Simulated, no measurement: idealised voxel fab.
Process module heading - voxel self aligned vias
Each square cell in cross-section cut measures 5 nm, and the section as a whole is 145 nm wide.
In what follows, cross-sections appear as grids of square cells, described through bands that run from the top down, where every band is one or more rows of cells.
Basically the band line says how high the top is and how high the bottom is, in nm, and then what's in it from left to right, every material with its width in nm. Empty space shows up as "empty", and if a single material carries "everywhere" it runs the full band edge to edge.
Ref level 0: as-received wafer is one material below here. Bottom band extends down with no lower bound ("0 nm and below").
Note: "30->40" means the width goes from the first number (top row of the band) to the second number (bottom row) in equal steps per row of cells.
When a step is marked "nothing was modified", none of the cells in the cross-section changed during that step.
What "Closed void listing" gives you is every empty space of 8 cells or more that is cut off from the top. Each appears as width x height at distance, with the distance taken from the left edge and width, height and distance all in nm.
On a step's line, text after the settings is the simulator commenting on that step.
overlay nm: how far to the right of its planned place the mask lay on this masked step (negative: to the left).
-- The steps planned for the process are as follows
1 RECEIVE,material Si
2 CONFORMAL_DEP,material SiO2,thk nm 15
3 CONFORMAL_DEP,material SiCN,thk nm 5
4 DIRECTIONAL_DEP,material SiO2,thk nm 20
5 DIRECTIONAL_DEP,material aC,thk nm 15
6 PATTERN,tone open,mask id LINES,material resist,width nm 25,pitch nm 65,thk nm 35,overlay nm 0
7 DIRECTIONAL_ETCH,etch materials aC,depth nm 15
8 STRIP,etch materials resist
9 DIRECTIONAL_ETCH,etch materials SiO2,depth nm 20
10 STRIP,etch materials aC
11 CONFORMAL_DEP,material TiN,thk nm 5
12 FILL_DEP,material Ru,thk nm 5
13 CMP,height nm 40
14 SELECTIVE_ETCH,etch materials W Ru TiN,depth nm 5
15 FILL_DEP,material SiN,thk nm 5
16 CMP,height nm 40
17 DIRECTIONAL_DEP,material SiO2,thk nm 20
18 DIRECTIONAL_DEP,material aC,thk nm 10
19 PATTERN,tone open,mask id VIAS,material resist,width nm 45,thk nm 25,overlay nm 0
20 DIRECTIONAL_ETCH,etch materials aC,depth nm 10
21 STRIP,etch materials resist
22 DIRECTIONAL_ETCH,etch materials SiO2,depth nm 20
23 DIRECTIONAL_ETCH,etch materials SiN,depth nm 5
24 STRIP,etch materials aC
25 CONFORMAL_DEP,material TiN,thk nm 5
26 FILL_DEP,material W,thk nm 10
27 CMP,height nm 60
28 CONFORMAL_DEP,material SiN,thk nm 5
-- Run as planned: first of two wafers
-- Incoming wafer, cross-sectional view, post step 1
- 0 nm and below: Si everywhere
- Closed void listing: none
-- State of the wafer after step 2, shown in cross-section
- 15 nm to 0 nm: SiO2 everywhere
- below 0: unchanged
-- State of the wafer after step 3, shown in cross-section
- 20 nm to 15 nm: SiCN everywhere
- below 15: unchanged
-- State of the wafer after step 4, shown in cross-section
- 40 nm to 20 nm: SiO2 everywhere
- below 20: unchanged
-- State of the wafer after step 5, shown in cross-section
- 55 nm to 40 nm: aC everywhere
- below 40: unchanged
-- State of the wafer after step 6, shown in cross-section
- 90 nm to 55 nm: resist: 25  empty: 25  resist: 40  empty: 25  resist: 30
- below 55: unchanged
-- State of the wafer after step 7, shown in cross-section
- 75 nm to 55 nm: resist: 25  empty: 25  resist: 40  empty: 25  resist: 30
- 55 nm to 40 nm: aC: 25  empty: 25  aC: 40  empty: 25  aC: 30
- below 40: unchanged
-- State of the wafer after step 8, shown in cross-section
- 55 nm to 40 nm: aC: 25  empty: 25  aC: 40  empty: 25  aC: 30
- below 40: unchanged
-- State of the wafer after step 9, shown in cross-section
- 55 nm to 40 nm: aC: 25  empty: 25  aC: 40  empty: 25  aC: 30
- 40 nm to 20 nm: SiO2: 25  empty: 25  SiO2: 40  empty: 25  SiO2: 30
- below 20: unchanged
-- State of the wafer after step 10, shown in cross-section
- 40 nm to 20 nm: SiO2: 25  empty: 25  SiO2: 40  empty: 25  SiO2: 30
- below 20: unchanged
-- State of the wafer after step 11, shown in cross-section
- 45 nm to 40 nm: TiN: 30  empty: 15  TiN: 50  empty: 15  TiN: 35
- 40 nm to 25 nm: SiO2: 25  TiN: 5  empty: 15  TiN: 5  SiO2: 40  TiN: 5  empty: 15  TiN: 5  SiO2: 30
- 25 nm to 20 nm: SiO2: 25  TiN: 25  SiO2: 40  TiN: 25  SiO2: 30
- below 20: unchanged
-- State of the wafer after step 12, shown in cross-section
- 50 nm to 45 nm: Ru everywhere
- 45 nm to 40 nm: TiN: 30  Ru: 15  TiN: 50  Ru: 15  TiN: 35
- 40 nm to 25 nm: SiO2: 25  TiN: 5  Ru: 15  TiN: 5  SiO2: 40  TiN: 5  Ru: 15  TiN: 5  SiO2: 30
- below 25: unchanged
-- State of the wafer after step 13, shown in cross-section
- 40 nm to 25 nm: SiO2: 25  TiN: 5  Ru: 15  TiN: 5  SiO2: 40  TiN: 5  Ru: 15  TiN: 5  SiO2: 30
- below 25: unchanged
-- State of the wafer after step 14, shown in cross-section
- 40 nm to 35 nm: SiO2: 25  empty: 25  SiO2: 40  empty: 25  SiO2: 30
- below 35: unchanged
-- State of the wafer after step 15, shown in cross-section
- 45 nm to 40 nm: SiN everywhere
- 40 nm to 35 nm: SiO2: 25  SiN: 25  SiO2: 40  SiN: 25  SiO2: 30
- below 35: unchanged
-- State of the wafer after step 16, shown in cross-section
- 40 nm to 35 nm: SiO2: 25  SiN: 25  SiO2: 40  SiN: 25  SiO2: 30
- below 35: unchanged
-- State of the wafer after step 17, shown in cross-section
- 60 nm to 40 nm: SiO2 everywhere
- below 40: unchanged
-- State of the wafer after step 18, shown in cross-section
- 70 nm to 60 nm: aC everywhere
- below 60: unchanged
-- State of the wafer after step 19, shown in cross-section
- 95 nm to 70 nm: resist: 15  empty: 45  resist: 85
- below 70: unchanged
-- State of the wafer after step 20, shown in cross-section
- 85 nm to 70 nm: resist: 15  empty: 45  resist: 85
- 70 nm to 60 nm: aC: 15  empty: 45  aC: 85
- below 60: unchanged
-- State of the wafer after step 21, shown in cross-section
- 70 nm to 60 nm: aC: 15  empty: 45  aC: 85
- below 60: unchanged
-- State of the wafer after step 22, shown in cross-section
- 70 nm to 60 nm: aC: 15  empty: 45  aC: 85
- 60 nm to 40 nm: SiO2: 15  empty: 45  SiO2: 85
- below 40: unchanged
-- State of the wafer after step 23, shown in cross-section
- 70 nm to 60 nm: aC: 15  empty: 45  aC: 85
- 60 nm to 40 nm: SiO2: 15  empty: 45  SiO2: 85
- 40 nm to 35 nm: SiO2: 25  empty: 25  SiO2: 40  SiN: 25  SiO2: 30
- below 35: unchanged
-- State of the wafer after step 24, shown in cross-section
- 60 nm to 40 nm: SiO2: 15  empty: 45  SiO2: 85
- below 40: unchanged
-- State of the wafer after step 25, shown in cross-section
- 65 nm to 60 nm: TiN: 20  empty: 35  TiN: 90
- 60 nm to 45 nm: SiO2: 15  TiN: 5  empty: 35  TiN: 5  SiO2: 85
- 45 nm to 40 nm: SiO2: 15  TiN: 15  empty: 15  TiN: 15  SiO2: 85
- 40 nm to 35 nm: SiO2: 25  TiN: 25  SiO2: 40  SiN: 25  SiO2: 30
- below 35: unchanged
-- State of the wafer after step 26, shown in cross-section
- 75 nm to 65 nm: W everywhere
- 65 nm to 60 nm: TiN: 20  W: 35  TiN: 90
- 60 nm to 45 nm: SiO2: 15  TiN: 5  W: 35  TiN: 5  SiO2: 85
- 45 nm to 40 nm: SiO2: 15  TiN: 15  W: 15  TiN: 15  SiO2: 85
- below 40: unchanged
-- State of the wafer after step 27, shown in cross-section
- 60 nm to 45 nm: SiO2: 15  TiN: 5  W: 35  TiN: 5  SiO2: 85
- below 45: unchanged
-- State of the wafer after step 28, shown in cross-section
- 65 nm to 60 nm: SiN everywhere
- below 60: unchanged
-- Notes, second wafer: start = first wafer's, plan = first wafer's, execution had one mistake; history identical to first through step 2
-- Second wafer, cut view, end of step 3 per plan
- 35 nm to 0 nm: SiO2 everywhere
- below 0: unchanged
-- Second wafer, cut view, end of step 4 per plan
- 40 nm to 35 nm: SiCN everywhere
- below 35: unchanged
-- Second wafer, cut view, end of step 5 per plan
- 55 nm to 40 nm: aC everywhere
- below 40: unchanged
-- Second wafer, cut view, end of step 6 per plan
- 90 nm to 55 nm: resist: 25  empty: 25  resist: 40  empty: 25  resist: 30
- below 55: unchanged
-- Second wafer, cut view, end of step 7 per plan
- 75 nm to 55 nm: resist: 25  empty: 25  resist: 40  empty: 25  resist: 30
- 55 nm to 40 nm: aC: 25  empty: 25  aC: 40  empty: 25  aC: 30
- below 40: unchanged
-- Second wafer, cut view, end of step 8 per plan
- 55 nm to 40 nm: aC: 25  empty: 25  aC: 40  empty: 25  aC: 30
- below 40: unchanged
Second wafer, cut view, end of step 9 per plan: nothing was modified
-- Second wafer, cut view, end of step 10 per plan
- 40 nm to 35 nm: SiCN everywhere
- below 35: unchanged
-- Second wafer, cut view, end of step 11 per plan
- 45 nm to 40 nm: TiN everywhere
- below 40: unchanged
-- Second wafer, cut view, end of step 12 per plan
- 50 nm to 45 nm: Ru everywhere
- below 45: unchanged
-- Second wafer, cut view, end of step 13 per plan
- 40 nm to 35 nm: SiCN everywhere
- below 35: unchanged
Second wafer, cut view, end of step 14 per plan: nothing was modified
-- Second wafer, cut view, end of step 15 per plan
- 45 nm to 40 nm: SiN everywhere
- below 40: unchanged
-- Second wafer, cut view, end of step 16 per plan
- 40 nm to 35 nm: SiCN everywhere
- below 35: unchanged
-- Second wafer, cut view, end of step 17 per plan
- 60 nm to 40 nm: SiO2 everywhere
- below 40: unchanged
-- Second wafer, cut view, end of step 18 per plan
- 70 nm to 60 nm: aC everywhere
- below 60: unchanged
-- Second wafer, cut view, end of step 19 per plan
- 95 nm to 70 nm: resist: 15  empty: 45  resist: 85
- below 70: unchanged
-- Second wafer, cut view, end of step 20 per plan
- 85 nm to 70 nm: resist: 15  empty: 45  resist: 85
- 70 nm to 60 nm: aC: 15  empty: 45  aC: 85
- below 60: unchanged
-- Second wafer, cut view, end of step 21 per plan
- 70 nm to 60 nm: aC: 15  empty: 45  aC: 85
- below 60: unchanged
-- Second wafer, cut view, end of step 22 per plan
- 70 nm to 60 nm: aC: 15  empty: 45  aC: 85
- 60 nm to 40 nm: SiO2: 15  empty: 45  SiO2: 85
- below 40: unchanged
Second wafer, cut view, end of step 23 per plan: nothing was modified
-- Second wafer, cut view, end of step 24 per plan
- 60 nm to 40 nm: SiO2: 15  empty: 45  SiO2: 85
- below 40: unchanged
-- Second wafer, cut view, end of step 25 per plan
- 65 nm to 60 nm: TiN: 20  empty: 35  TiN: 90
- 60 nm to 45 nm: SiO2: 15  TiN: 5  empty: 35  TiN: 5  SiO2: 85
- 45 nm to 40 nm: SiO2: 15  TiN: 45  SiO2: 85
- below 40: unchanged
-- Second wafer, cut view, end of step 26 per plan
- 75 nm to 65 nm: W everywhere
- 65 nm to 60 nm: TiN: 20  W: 35  TiN: 90
- 60 nm to 45 nm: SiO2: 15  TiN: 5  W: 35  TiN: 5  SiO2: 85
- below 45: unchanged
-- Second wafer, cut view, end of step 27 per plan
- 60 nm to 45 nm: SiO2: 15  TiN: 5  W: 35  TiN: 5  SiO2: 85
- below 45: unchanged
-- Second wafer, cut view, end of step 28 per plan
- 65 nm to 60 nm: SiN everywhere
- below 60: unchanged
What went wrong in running the wafer? ran 3 and 4 in swapped order versus the plan
End of process, cell counts, second wafer against first, materials with more or fewer: -12 Ru, -5 SiN, +40 SiO2, -20 TiN, -3 W
